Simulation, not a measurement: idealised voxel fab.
You're looking at the process module voxel released beams.
cross-section cut | 220 nm wide | cells 5 nm
Cross-section spec: square-cell grid; bands listed top down; each band is one or more rows.
Top height, bottom height, nm. Materials left to right, width each, nm. Single material + "throughout" = fills band edge to edge. "empty" = empty.
We count height from 0. Below that, the starting wafer is all one material. The lowest band never ends at the bottom but goes on down; see "0 down" for how that is written.
Width spec "30..40" -> top row of cells at first value, bottom row at second value, equal per-row change in between.
It should be understood that the words "no modifications", when stated for a given step, signify that the cross-section underwent no change in any of its cells during that step.
Entry "Sealed void inventory" = empty spaces >= 8 cells with no open way to the top; each as width x height at distance, distance from left edge, all nm.
Anything after a step's settings on that line? It's the simulator's own note about the step.
If you see "overlay nm" on a step's line and that step has a mask, it's telling you how far right of where it was planned the mask ended up; a negative number means it went left instead.
-- Listed below are the process steps as planned
step 1: RECEIVE | material Si
step 2: CONFORMAL_DEP | material Al2O3 | thk nm 10
step 3: DIRECTIONAL_DEP | material SiO2 | thk nm 10
step 4: PATTERN | tone open | mask id ANCHOR | material resist | width nm 35 | thk nm 15 | overlay nm 0
step 5: DIRECTIONAL_ETCH | etch materials SiO2 | depth nm 10
step 6: STRIP | etch materials resist
step 7: CONFORMAL_DEP | material polySi | thk nm 15
step 8: DIRECTIONAL_DEP | material aC | thk nm 15
step 9: PATTERN | tone cover | mask id BEAM | material resist | width nm 85 | thk nm 30 | overlay nm 0
step 10: DIRECTIONAL_ETCH | etch materials aC | depth nm 15
step 11: STRIP | etch materials resist
step 12: DIRECTIONAL_ETCH | etch materials polySi | depth nm 15
step 13: STRIP | etch materials aC
step 14: STRIP | etch materials SiO2
-- First out of two wafers; run went to plan
-- Cross-section of the wafer upon arrival, representing the state reached after step 1
0 down = Si throughout
Sealed void inventory: none
-- Once step 2 is through, the wafer looks like this in cross-section
10 to 0 = Al2O3 throughout
Beneath the level 0, the cross-section is identical to its previous state.
-- Once step 3 is through, the wafer looks like this in cross-section
20 to 10 = SiO2 throughout
Beneath the level 10, the cross-section is identical to its previous state.
-- Once step 4 is through, the wafer looks like this in cross-section
35 to 20 = 70 of resist, 35 of empty, 115 of resist
Beneath the level 20, the cross-section is identical to its previous state.
-- Once step 5 is through, the wafer looks like this in cross-section
35 to 20 = 70 of resist, 35 of empty, 115 of resist
20 to 10 = 70 of SiO2, 35 of empty, 115 of SiO2
Beneath the level 10, the cross-section is identical to its previous state.
-- Once step 6 is through, the wafer looks like this in cross-section
20 to 10 = 70 of SiO2, 35 of empty, 115 of SiO2
Beneath the level 10, the cross-section is identical to its previous state.
-- Once step 7 is through, the wafer looks like this in cross-section
35 to 25 = 85 of polySi, 5 of empty, 130 of polySi
25 to 20 = polySi throughout
20 to 10 = 70 of SiO2, 35 of polySi, 115 of SiO2
Beneath the level 10, the cross-section is identical to its previous state.
-- Once step 8 is through, the wafer looks like this in cross-section
50 to 40 = 85 of aC, 5 of empty, 130 of aC
40 to 35 = aC throughout
35 to 25 = 85 of polySi, 5 of aC, 130 of polySi
Beneath the level 25, the cross-section is identical to its previous state.
-- Once step 9 is through, the wafer looks like this in cross-section
80 to 50 = 65 of empty, 85 of resist, 70 of empty
50 to 40 = 85 of aC, 5 of resist, 130 of aC
Beneath the level 40, the cross-section is identical to its previous state.
-- Once step 10 is through, the wafer looks like this in cross-section
65 to 50 = 65 of empty, 85 of resist, 70 of empty
50 to 40 = 65 of empty, 20 of aC, 5 of resist, 60 of aC, 70 of empty
40 to 35 = 65 of empty, 85 of aC, 70 of empty
Beneath the level 35, the cross-section is identical to its previous state.
-- Once step 11 is through, the wafer looks like this in cross-section
50 to 40 = 65 of empty, 20 of aC, 5 of empty, 60 of aC, 70 of empty
Beneath the level 40, the cross-section is identical to its previous state.
-- Once step 12 is through, the wafer looks like this in cross-section
50 to 40 = 65 of empty, 20 of aC, 5 of empty, 60 of aC, 70 of empty
40 to 35 = 65 of empty, 85 of aC, 70 of empty
35 to 25 = 65 of empty, 20 of polySi, 5 of aC, 60 of polySi, 70 of empty
25 to 20 = 65 of empty, 85 of polySi, 70 of empty
Beneath the level 20, the cross-section is identical to its previous state.
-- Once step 13 is through, the wafer looks like this in cross-section
35 to 25 = 65 of empty, 20 of polySi, 5 of empty, 60 of polySi, 70 of empty
Beneath the level 25, the cross-section is identical to its previous state.
-- Once step 14 is through, the wafer looks like this in cross-section
35 to 25 = 65 of empty, 20 of polySi, 5 of empty, 60 of polySi, 70 of empty
25 to 20 = 65 of empty, 85 of polySi, 70 of empty
20 to 10 = 70 of empty, 35 of polySi, 115 of empty
Beneath the level 10, the cross-section is identical to its previous state.
-- The second wafer: identical to the first at the outset and in its planned sequence, differing only in that one mistake was made during processing; up to and including step 8, its path is the first wafer's path
-- Second wafer shown in cross-section at the time step 9 was slated to end
80 to 50 = 60 of empty, 95 of resist, 65 of empty
50 to 40 = 85 of aC, 5 of resist, 130 of aC
Beneath the level 40, the cross-section is identical to its previous state.
-- Second wafer shown in cross-section at the time step 10 was slated to end
65 to 50 = 60 of empty, 95 of resist, 65 of empty
50 to 40 = 60 of empty, 25 of aC, 5 of resist, 65 of aC, 65 of empty
40 to 35 = 60 of empty, 95 of aC, 65 of empty
Beneath the level 35, the cross-section is identical to its previous state.
-- Second wafer shown in cross-section at the time step 11 was slated to end
50 to 40 = 60 of empty, 25 of aC, 5 of empty, 65 of aC, 65 of empty
Beneath the level 40, the cross-section is identical to its previous state.
-- Second wafer shown in cross-section at the time step 12 was slated to end
50 to 40 = 60 of empty, 25 of aC, 5 of empty, 65 of aC, 65 of empty
40 to 35 = 60 of empty, 95 of aC, 65 of empty
35 to 25 = 60 of empty, 25 of polySi, 5 of aC, 65 of polySi, 65 of empty
25 to 20 = 60 of empty, 95 of polySi, 65 of empty
Beneath the level 20, the cross-section is identical to its previous state.
-- Second wafer shown in cross-section at the time step 13 was slated to end
35 to 25 = 60 of empty, 25 of polySi, 5 of empty, 65 of polySi, 65 of empty
Beneath the level 25, the cross-section is identical to its previous state.
-- Second wafer shown in cross-section at the time step 14 was slated to end
35 to 25 = 60 of empty, 25 of polySi, 5 of empty, 65 of polySi, 65 of empty
25 to 20 = 60 of empty, 95 of polySi, 65 of empty
20 to 10 = 70 of empty, 35 of polySi, 115 of empty
Beneath the level 10, the cross-section is identical to its previous state.
The plan and the run diverged here: for step 9, the planned setting was not used; the step was instead run as PATTERN | tone cover | mask id BEAM | material resist | width nm 95 | thk nm 30 | overlay nm 0
Upon completion, the second wafer contains, in terms of cells, a greater or smaller amount of certain materials than the first wafer: 6 more of polySi
